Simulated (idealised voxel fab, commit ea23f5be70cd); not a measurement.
The following is a process module called voxel air gaps.
Square cell edge 5 nm, section width 220 nm, ID cut.
Cross-sections here: square-cell grids, written as top-down lists of bands, a band being one or more rows of cells.
Quick guide to a band line: top height, bottom height (nm) up front; then every material left to right with its width in nm. Only one material and it's marked "all across"? Then it fills the band edge to edge. And "air" just means empty space.
Heads up on the height convention: 0 is the point under which the incoming wafer is all one material, and the lowest band has no bottom, it just keeps going down, like "z 0 and below".
Quick explanation for "30 to 40": the width changes in equal steps down the rows of cells, from the first number in the band's top row to the second number in its bottom row.
You'll sometimes find "nothing was modified" written for a step, and that's the way of saying that nowhere in the cross-section did a cell change during that step.
Look at "Closed cavity list" for the closed voids: empty spaces with no open path to the top, sized 8 cells or up. Each is width x height at distance, distance from the left edge, all nm.
Step line, after settings: the simulator's comment on this step.
overlay nm: on a step with a mask, how far right of its planned place the mask lay; negative means left.

Steps planned for the process
1: RECEIVE, material Si
2: CONFORMAL_DEP, material SiO2, thk nm 10
3: CONFORMAL_DEP, material SiCN, thk nm 5
4: DIRECTIONAL_DEP, material SiO2, thk nm 30
5: PATTERN, tone open, mask id LINES, material resist, width nm 15, pitch nm 50, thk nm 15, overlay nm 0
6: DIRECTIONAL_ETCH, etch materials SiO2, depth nm 30
7: STRIP, etch materials resist
8: CONFORMAL_DEP, material TiN, thk nm 5
9: FILL_DEP, material Ru, thk nm 5
10: CMP, height nm 45
11: EPI, material Ru, thk nm 10
12: SELECTIVE_ETCH, etch materials SiO2, depth nm 40
13: CONFORMAL_DEP, material SiCN, thk nm 5
Heads up: all these wafers start the same, and what changes between them is the width nm in step 5. The value you see in the plan is just what the first wafer got.

The first of several wafers as received, shown in cross-section; this is its state after step 1
* z 0 and below  Si all across
* Closed cavity list: none

Wafer cross-section (first of several) - module end, post step 13 (last step)
* z 60 to 55  air (10); SiCN (45); air (5); SiCN (45); air (5); SiCN (45); air (5); SiCN (45); air (15)
* z 55 to 45  air (10); SiCN (5); Ru (35); SiCN (5); air (5); SiCN (5); Ru (35); SiCN (5); air (5); SiCN (5); Ru (35); SiCN (5); air (5); SiCN (5); Ru (35); SiCN (5); air (15)
* z 45 to 40  air (10); SiCN (15); TiN (5); Ru (5); TiN (5); SiCN (15); air (5); SiCN (15); TiN (5); Ru (5); TiN (5); SiCN (15); air (5); SiCN (15); TiN (5); Ru (5); TiN (5); SiCN (15); air (5); SiCN (15); TiN (5); Ru (5); TiN (5); SiCN (15); air (15)
* z 40 to 20  air (20); SiCN (5); TiN (5); Ru (5); TiN (5); SiCN (5); air (25); SiCN (5); TiN (5); Ru (5); TiN (5); SiCN (5); air (25); SiCN (5); TiN (5); Ru (5); TiN (5); SiCN (5); air (25); SiCN (5); TiN (5); Ru (5); TiN (5); SiCN (5); air (25)
* z 20 to 15  SiCN (25); TiN (15); SiCN (35); TiN (15); SiCN (35); TiN (15); SiCN (35); TiN (15); SiCN (30)
* z 15 to 10  SiCN all across
* z 10 to 0  SiO2 all across
* z 0 and below  Si all across
* Closed cavity list: none

The final wafer, sectioned at module end
* z 60 to 55  SiCN (215); air (5)
* z 55 to 45  SiCN (5); Ru (205); SiCN (5); air (5)
* z 45 to 40  SiCN (15); TiN (5); Ru (25); TiN (5); SiO2 (15); TiN (5); Ru (25); TiN (5); SiO2 (15); TiN (5); Ru (25); TiN (5); SiO2 (15); TiN (5); Ru (25); TiN (5); SiCN (15); air (5)
* z 40 to 20  air (10); SiCN (5); TiN (5); Ru (25); TiN (5); SiO2 (15); TiN (5); Ru (25); TiN (5); SiO2 (15); TiN (5); Ru (25); TiN (5); SiO2 (15); TiN (5); Ru (25); TiN (5); SiCN (5); air (15)
* z 20 to 15  SiCN (15); TiN (35); SiO2 (15); TiN (35); SiO2 (15); TiN (35); SiO2 (15); TiN (35); SiCN (20)
* z 15 to 10  SiCN all across
* z 10 to 0  SiO2 all across
* z 0 and below  Si all across
* Closed cavity list: 10 x 20 at 0

Note: the following table is arranged by wafer, a row apiece. Each row reports the end-of-module state: per material, cells gained (+) or cells lost (-) compared with the wafer as received; closed voids follow
width nm 15; +76 Ru; +184 SiCN; +88 SiO2; +52 TiN; Closed cavity list: none
width nm 20; +104 Ru; +184 SiCN; +88 SiO2; +56 TiN; Closed cavity list: 20 x 20 at 50; 20 x 20 at 100; 20 x 20 at 150
width nm 25; +132 Ru; +172 SiCN; +88 SiO2; +60 TiN; Closed cavity list: 15 x 20 at 50; 15 x 20 at 100; 15 x 20 at 150
width nm 30; +160 Ru; +112 SiCN; +160 SiO2; +64 TiN; Closed cavity list: none
width nm 35; +182 Ru; +112 SiCN; +142 SiO2; +68 TiN; Closed cavity list: 10 x 20 at 0
